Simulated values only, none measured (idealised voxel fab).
You're looking at the process module voxel air gaps.
185 nm wide, 5 nm square cells: that's cross-section cut.
Cross-section, as written here: a square-cell grid given band by band from the top down, where a band holds one or more rows of cells.
It is stipulated that each band's entry specify, in nanometres, the height of the top of the band and then that of its bottom, followed by the materials of the band in left-to-right sequence, each together with its width in nanometres. A single material marked by the word "full width" is understood to fill the band from edge to edge; the word "air" is understood to denote empty space.
A quick word on heights: they are counted from 0, and under that level the wafer as it came to us is one material throughout. The lowest band is different from the rest in having no bottom; it simply continues downward, written as in "0 -> down".
So if you see something like "30 to 40" for the width, read it as the top row of the band sitting at the first number and the bottom row at the second, with every row in between moving by the same amount as the last.
You'll sometimes find "nothing was modified" written for a step, and that's the way of saying that nowhere in the cross-section did a cell change during that step.
Heads up: "Voids, enclosed" only lists the empty pockets with no open path to the top that are 8 cells or more, and it writes them as width x height at distance, distance from the left edge, in nm.
Heads up: the bit after the settings on a step's line is the simulator's remark on that step.
overlay nm: where the mask lay relative to plan, measured to the right, on steps with a mask; negatives go left.

**Listed below are the process steps as planned**
1 RECEIVE (material Si)
2 CONFORMAL_DEP (material SiO2; thk nm 10)
3 CONFORMAL_DEP (material SiCN; thk nm 5)
4 DIRECTIONAL_DEP (material SiO2; thk nm 30)
5 PATTERN (tone open; mask id LINES; material resist; width nm 20; pitch nm 50; thk nm 20; overlay nm 0)
6 DIRECTIONAL_ETCH (etch materials SiO2; depth nm 30)
7 STRIP (etch materials resist)
8 CONFORMAL_DEP (material TiN; thk nm 5)
9 FILL_DEP (material Cu; thk nm 5)
10 CMP (height nm 45)
11 EPI (material Ru; thk nm 10)
12 SELECTIVE_ETCH (etch materials SiO2; depth nm 40)
13 CONFORMAL_DEP (material SiCN; thk nm 5)

**So this is the incoming wafer in cross-section - it's already been through step 1**
- 0 -> down = Si full width
- Voids, enclosed: none

**Starting wafer: above. Plan: above. Run: one mistake. Cross-section after the module: below**
- 60 -> 55 = air: 15 | SiCN: 150 | air: 20
- 55 -> 45 = air: 15 | SiCN: 5 | Ru: 40 | SiCN: 10 | Ru: 40 | SiCN: 10 | Ru: 40 | SiCN: 5 | air: 20
- 45 -> 40 = air: 15 | SiCN: 15 | TiN: 5 | Cu: 10 | TiN: 5 | SiCN: 30 | TiN: 5 | Cu: 10 | TiN: 5 | SiCN: 30 | TiN: 5 | Cu: 10 | TiN: 5 | SiCN: 15 | air: 20
- 40 -> 20 = air: 25 | SiCN: 5 | TiN: 5 | Cu: 10 | TiN: 5 | SiCN: 5 | air: 20 | SiCN: 5 | TiN: 5 | Cu: 10 | TiN: 5 | SiCN: 5 | air: 20 | SiCN: 5 | TiN: 5 | Cu: 10 | TiN: 5 | SiCN: 5 | air: 30
- 20 -> 15 = SiCN: 30 | TiN: 20 | SiCN: 30 | TiN: 20 | SiCN: 30 | TiN: 20 | SiCN: 35
- 15 -> 10 = Ru full width
- 10 -> 0 = SiO2 full width
- 0 -> down = Si full width
- Voids, enclosed: 20 x 20 at 55; 20 x 20 at 105
In executing the process, a mistake was made relative to the plan: step 3, actual vs plan mismatch, actual run CONFORMAL_DEP (material Ru; thk nm 5)
